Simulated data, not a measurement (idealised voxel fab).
The name of this process module is voxel released beams.
We display cut, a cross-section 145 nm in width whose square cells are each 5 nm.
Each cross-section below is a grid of square cells, stated as bands in top-down order, with one or more rows of cells making up each band.
Heads up on the band format: heights come first, top then bottom, in nm. After that it's the materials left to right, each with its width in nm. A single material flagged "throughout" fills the whole band edge to edge, and "blank" means there's empty space there.
Where do heights start? At 0: under that level the wafer as delivered is made of one material only. And the lowest band has no floor; it just carries on downward, as in "0 down".
So if you see something like "30 to 40" for the width, read it as the top row of the band sitting at the first number and the bottom row at the second, with every row in between moving by the same amount as the last.
Where a step carries "nothing was modified", the cross-section came out of it unchanged, cell for cell.
You'll see "Voids, sealed" listing empty spaces that have no way open to the top, as long as they're 8 cells or more; the notation is width x height at distance, where the distance is from the left edge, and all of it is in nm.
Whatever follows a step's settings on its line is a remark the simulator itself makes about that step.
A step line may carry the setting "overlay nm", which, for steps involving a mask, states the distance by which the mask lay to the right of its intended position; negative values denote displacement to the left.
# Here's what the planned process steps look like
step 1: op RECEIVE | material Si
step 2: op CONFORMAL_DEP | material Al2O3 | thk nm 5
step 3: op DIRECTIONAL_DEP | material SiO2 | thk nm 20
step 4: op MASKED_ETCH | tone open | mask id ANCHOR | width nm 35 | etch materials SiO2 | depth nm 20 | overlay nm 0
step 5: op CONFORMAL_DEP | material polySi | thk nm 15
step 6: op MASKED_ETCH | tone cover | mask id BEAM | width nm 90 | etch materials polySi | depth nm 15 | overlay nm 0
step 7: op STRIP | etch materials SiO2
The plan shows the width nm of step 4 as the first wafer had it; this setting differs between the wafers, which start out alike.
# So this is the first of several wafers, cross-sectioned as it came to us, meaning it's at the end of step 1
> 0 down | Si throughout
> Voids, sealed: none
# Basically each wafer gets a line in the table, showing it at the end of the module: material by material, the cells it gained (+) or lost (-) since we got it, then its closed voids
width nm 35 | +29 Al2O3 | +78 polySi | Voids, sealed: none
width nm 40 | +29 Al2O3 | +78 polySi | Voids, sealed: none
width nm 45 | +29 Al2O3 | +78 polySi | Voids, sealed: none
width nm 50 | +29 Al2O3 | +78 polySi | Voids, sealed: none
width nm 55 | +29 Al2O3 | +78 polySi | Voids, sealed: none
width nm 60 | +29 Al2O3 | +78 polySi | Voids, sealed: none
